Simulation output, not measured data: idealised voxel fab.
The process module presented herein is designated voxel trench capacitor.
The cross-section shown here is cut; it is 195 nm wide and divided into square cells measuring 5 nm on a side.
This document writes a cross-section as a grid whose cells are square, and gives it as bands, listed from the top down; one or more rows of cells form a band.
Look at the band entry: it leads with the top's height and the bottom's height in nm. Then it lists the materials left to right, with a width in nm for each. The word "full width" on a single material says that material fills the band edge to edge. The word "blank" is empty space.
Heads up on the height convention: 0 is the point under which the incoming wafer is all one material, and the lowest band has no bottom, it just keeps going down, like "0 nm and below".
Width spec "30..40" -> top row of cells at first value, bottom row at second value, equal per-row change in between.
For the purposes of this document, the phrase "no alterations made" attached to a step denotes that no cell within the cross-section was modified by that step.
Any empty space of 8 cells or more lacking an open way to the top shows up in "Listed closed voids" as width x height at distance, distance from the left edge, in nm.
What comes after the settings on a step's line is commentary from the simulator itself on that step.
When a step includes a mask, the "overlay nm" setting on its line states how far to the right of its planned place that mask lay, and negative values state how far to the left.

**The planned process steps are enumerated hereunder**
1,RECEIVE,material Si
2,CONFORMAL_DEP,material SiN,thk nm 5
3,DIRECTIONAL_DEP,material aC,thk nm 15
4,PATTERN,tone open,mask id TRENCH,material resist,width nm 25,pitch nm 55,thk nm 35,overlay nm 0
5,DIRECTIONAL_ETCH,etch materials aC,depth nm 15
6,STRIP,etch materials resist
7,DIRECTIONAL_ETCH,etch materials SiN,depth nm 5
8,DIRECTIONAL_ETCH,etch materials Si,depth nm 35
9,STRIP,etch materials aC
10,CONFORMAL_DEP,material SiO2,thk nm 5
11,FILL_DEP,material polySi,thk nm 10
12,CMP,height nm 5

**Here's what the wafer looked like in cross-section when it arrived - that's after step 1**
- 0 nm and below  Si full width
- Listed closed voids: none

**First of two wafers at the end of the module, shown in cross-section; run carried out as planned**
- 5 nm to 0 nm  30 of SiN, 5 of SiO2, 15 of polySi, 5 of SiO2, 30 of SiN, 5 of SiO2, 15 of polySi, 5 of SiO2, 30 of SiN, 5 of SiO2, 15 of polySi, 5 of SiO2, 30 of SiN
- 0 nm to -30 nm  30 of Si, 5 of SiO2, 15 of polySi, 5 of SiO2, 30 of Si, 5 of SiO2, 15 of polySi, 5 of SiO2, 30 of Si, 5 of SiO2, 15 of polySi, 5 of SiO2, 30 of Si
- -30 nm to -35 nm  30 of Si, 25 of SiO2, 30 of Si, 25 of SiO2, 30 of Si, 25 of SiO2, 30 of Si
- -35 nm and below  Si full width
- Listed closed voids: none

**Second wafer through the module, sectioned at the end: same beginning and same plan as the first wafer, with one mistake in carrying it out**
- 5 nm to 0 nm  35 of SiN, 5 of SiO2, 5 of polySi, 5 of SiO2, 40 of SiN, 5 of SiO2, 5 of polySi, 5 of SiO2, 40 of SiN, 5 of SiO2, 5 of polySi, 5 of SiO2, 35 of SiN
- 0 nm to -30 nm  35 of Si, 5 of SiO2, 5 of polySi, 5 of SiO2, 40 of Si, 5 of SiO2, 5 of polySi, 5 of SiO2, 40 of Si, 5 of SiO2, 5 of polySi, 5 of SiO2, 35 of Si
- -30 nm to -35 nm  35 of Si, 15 of SiO2, 40 of Si, 15 of SiO2, 40 of Si, 15 of SiO2, 35 of Si
- -35 nm and below  Si full width
- Listed closed voids: none
Processing error: off-plan run, step 4, actual operation and settings PATTERN,tone open,mask id TRENCH,material resist,width nm 15,pitch nm 55,thk nm 35,overlay nm 0
It is noted that, at the conclusion of processing, the second wafer exhibits a higher or lower cell count for certain materials relative to the first: 42 more of Si; 6 more of SiN; 6 fewer of SiO2; 42 fewer of polySi
